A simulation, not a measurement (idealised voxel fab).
Name of the process module below: voxel air gaps
Section shown: cut. Width: 175 nm. Cell size: 5 nm, square.
Just so we're on the same page, the cross-sections are grids of square cells, and they're listed out in bands top to bottom, each band one or more rows deep. It is stipulated that each band's entry specify, in nanometres, the height of the top of the band and then that of its bottom, followed by the materials of the band in left-to-right sequence, each together with its width in nanometres. A single material marked by the word "edge to edge" is understood to fill the band from edge to edge; the word "empty" is understood to denote empty space. Zero point of the height axis is 0; under it, received wafer = one material. Lowest band: continues down indefinitely, "0 nm and below". It should be noted that a width expressed as "30->40" varies in equal increments from row to row of cells within the band, taking the value of the first number at the top row and that of the second number at the bottom row. What does "nothing got changed" mean for a step? It means no cell of the cross-section changed in that step. The entry titled "Closed cavities" provides the empty spaces that have no open way to the top, restricted to those of 8 cells or more. Each is presented as width x height at distance, the distance being measured from the left edge, with all three in nm. That trailing text on a step's line, after the settings, is the simulator's own remark on the step. overlay nm: for a step with a mask, the amount by which the mask lay right of where it was planned; a negative amount means left of it.

Steps in the process plan
step 1: RECEIVE, material Si
step 2: CONFORMAL_DEP, material SiO2, thk nm 15
step 3: CONFORMAL_DEP, material SiCN, thk nm 5
step 4: DIRECTIONAL_DEP, material SiO2, thk nm 30
step 5: MASKED_ETCH, tone open, mask id LINES, width nm 20, pitch nm 45, etch materials SiO2, depth nm 30, overlay nm 0
step 6: CONFORMAL_DEP, material TiN, thk nm 5
step 7: FILL_DEP, material Cu, thk nm 10
step 8: CMP, height nm 50
step 9: EPI, material Ru, thk nm 10
step 10: SELECTIVE_ETCH, etch materials SiO2, depth nm 40
step 11: CONFORMAL_DEP, material SiCN, thk nm 5

Wafer at receipt (post step 1), cross-section
  0 nm and below | Si edge to edge
  Closed cavities: none

Sectioned view, first of two wafers, at the close of the module, processed as intended in the plan
  65 nm to 60 nm | 15 empty, then 140 SiCN, then 20 empty
  60 nm to 50 nm | 15 empty, then 5 SiCN, then 40 Ru, then 5 SiCN, then 40 Ru, then 5 SiCN, then 40 Ru, then 5 SiCN, then 20 empty
  50 nm to 45 nm | 15 empty, then 15 SiCN, then 5 TiN, then 10 Cu, then 5 TiN, then 25 SiCN, then 5 TiN, then 10 Cu, then 5 TiN, then 25 SiCN, then 5 TiN, then 10 Cu, then 5 TiN, then 15 SiCN, then 20 empty
  45 nm to 25 nm | 25 empty, then 5 SiCN, then 5 TiN, then 10 Cu, then 5 TiN, then 5 SiCN, then 15 empty, then 5 SiCN, then 5 TiN, then 10 Cu, then 5 TiN, then 5 SiCN, then 15 empty, then 5 SiCN, then 5 TiN, then 10 Cu, then 5 TiN, then 5 SiCN, then 30 empty
  25 nm to 20 nm | 30 SiCN, then 20 TiN, then 25 SiCN, then 20 TiN, then 25 SiCN, then 20 TiN, then 35 SiCN
  20 nm to 15 nm | SiCN edge to edge
  15 nm to 0 nm | SiO2 edge to edge
  0 nm and below | Si edge to edge
  Closed cavities: 15 x 20 at 55; 15 x 20 at 100

Module end: cross-section of wafer two of two. Same start and process plan as the first wafer. One mistake during execution
  65 nm to 60 nm | 20 empty, then 135 SiCN, then 20 empty
  60 nm to 50 nm | 20 empty, then 5 SiCN, then 35 Ru, then 10 SiCN, then 35 Ru, then 10 SiCN, then 35 Ru, then 5 SiCN, then 20 empty
  50 nm to 45 nm | 20 empty, then 15 SiCN, then 5 TiN, then 5 Cu, then 5 TiN, then 30 SiCN, then 5 TiN, then 5 Cu, then 5 TiN, then 30 SiCN, then 5 TiN, then 5 Cu, then 5 TiN, then 15 SiCN, then 20 empty
  45 nm to 25 nm | 30 empty, then 5 SiCN, then 5 TiN, then 5 Cu, then 5 TiN, then 5 SiCN, then 20 empty, then 5 SiCN, then 5 TiN, then 5 Cu, then 5 TiN, then 5 SiCN, then 20 empty, then 5 SiCN, then 5 TiN, then 5 Cu, then 5 TiN, then 5 SiCN, then 30 empty
  25 nm to 20 nm | 35 SiCN, then 15 TiN, then 30 SiCN, then 15 TiN, then 30 SiCN, then 15 TiN, then 35 SiCN
  20 nm to 15 nm | SiCN edge to edge
  15 nm to 0 nm | SiO2 edge to edge
  0 nm and below | Si edge to edge
  Closed cavities: 20 x 20 at 55; 20 x 20 at 100
Here's what went sideways: for step 5, the planned setting was not used; the step was instead run as MASKED_ETCH, tone open, mask id LINES, width nm 15, pitch nm 45, etch materials SiO2, depth nm 30, overlay nm 0
Final comparison by cell count, materials where the second wafer has more or fewer than the first: 15 fewer of Cu; 6 fewer of Ru; 8 more of SiCN; 3 fewer of TiN
